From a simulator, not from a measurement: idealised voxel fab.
You're looking at the process module voxel trench capacitor.
This is section cut - it's 250 nm across, gridded in 5 nm square cells.
Heads up, the way a cross-section reads in here is a grid of square cells, handed over as bands from the top down, with every band being one or more rows of cells. Heads up on the band format: heights come first, top then bottom, in nm. After that it's the materials left to right, each with its width in nm. A single material flagged "all across" fills the whole band edge to edge, and "empty" means there's empty space there. Heights are expressed relative to 0, this being the level below which the as-received wafer comprises one material exclusively. The lowest band is unbounded in the downward direction and is denoted as in "0 down". You'd read "30->40" like this: the band's top row of cells is as wide as the first number, its bottom row is as wide as the second, and going down, every row changes width by the same amount as the row before did. You'll sometimes find "nothing got changed" written for a step, and that's the way of saying that nowhere in the cross-section did a cell change during that step. Empty spaces counting at least 8 cells and having no open way to the top are listed in "Trapped voids". The notation width x height at distance is used for each, the distance being from the left edge and all three values in nm. Anything after a step's settings on that line? It's the simulator's own note about the step. A step's line can hold "overlay nm"; with a mask on that step, the setting says how far right of the planned place the mask lay, while a negative setting says it lay to the left.

Listed below are the process steps as planned:
1. op RECEIVE | material Si
2. op CONFORMAL_DEP | material SiN | thk nm 10
3. op PATTERN | tone open | mask id TRENCH | material resist | width nm 20 | pitch nm 40 | thk nm 20 | overlay nm 0
4. op DIRECTIONAL_ETCH | etch materials SiN | depth nm 10
5. op DIRECTIONAL_ETCH | etch materials Si | depth nm 35
6. op STRIP | etch materials resist
7. op CONFORMAL_DEP | material Al2O3 | thk nm 5
8. op FILL_DEP | material polySi | thk nm 5
9. op CMP | height nm 10

As received (post step 1): cross-section:
- 0 down | Si all across
- Trapped voids: none

Look at the cross-section after the module: the wafer started out the way shown above and the plan was the one shown above, yet one mistake was made along the way:
- 10 to 0 | 85 of SiN, then 5 of Al2O3, then 10 of polySi, then 5 of Al2O3, then 20 of SiN, then 5 of Al2O3, then 10 of polySi, then 5 of Al2O3, then 105 of SiN
- 0 to -30 | 85 of Si, then 5 of Al2O3, then 10 of polySi, then 5 of Al2O3, then 20 of Si, then 5 of Al2O3, then 10 of polySi, then 5 of Al2O3, then 105 of Si
- -30 to -35 | 85 of Si, then 20 of Al2O3, then 20 of Si, then 20 of Al2O3, then 105 of Si
- -35 down | Si all across
- Trapped voids: none
Against the plan, the run slipped here: for step 3, the planned setting was not used; the step was instead run as op PATTERN | tone open | mask id TRENCH | material resist | width nm 20 | pitch nm 40 | thk nm 20 | overlay nm -10
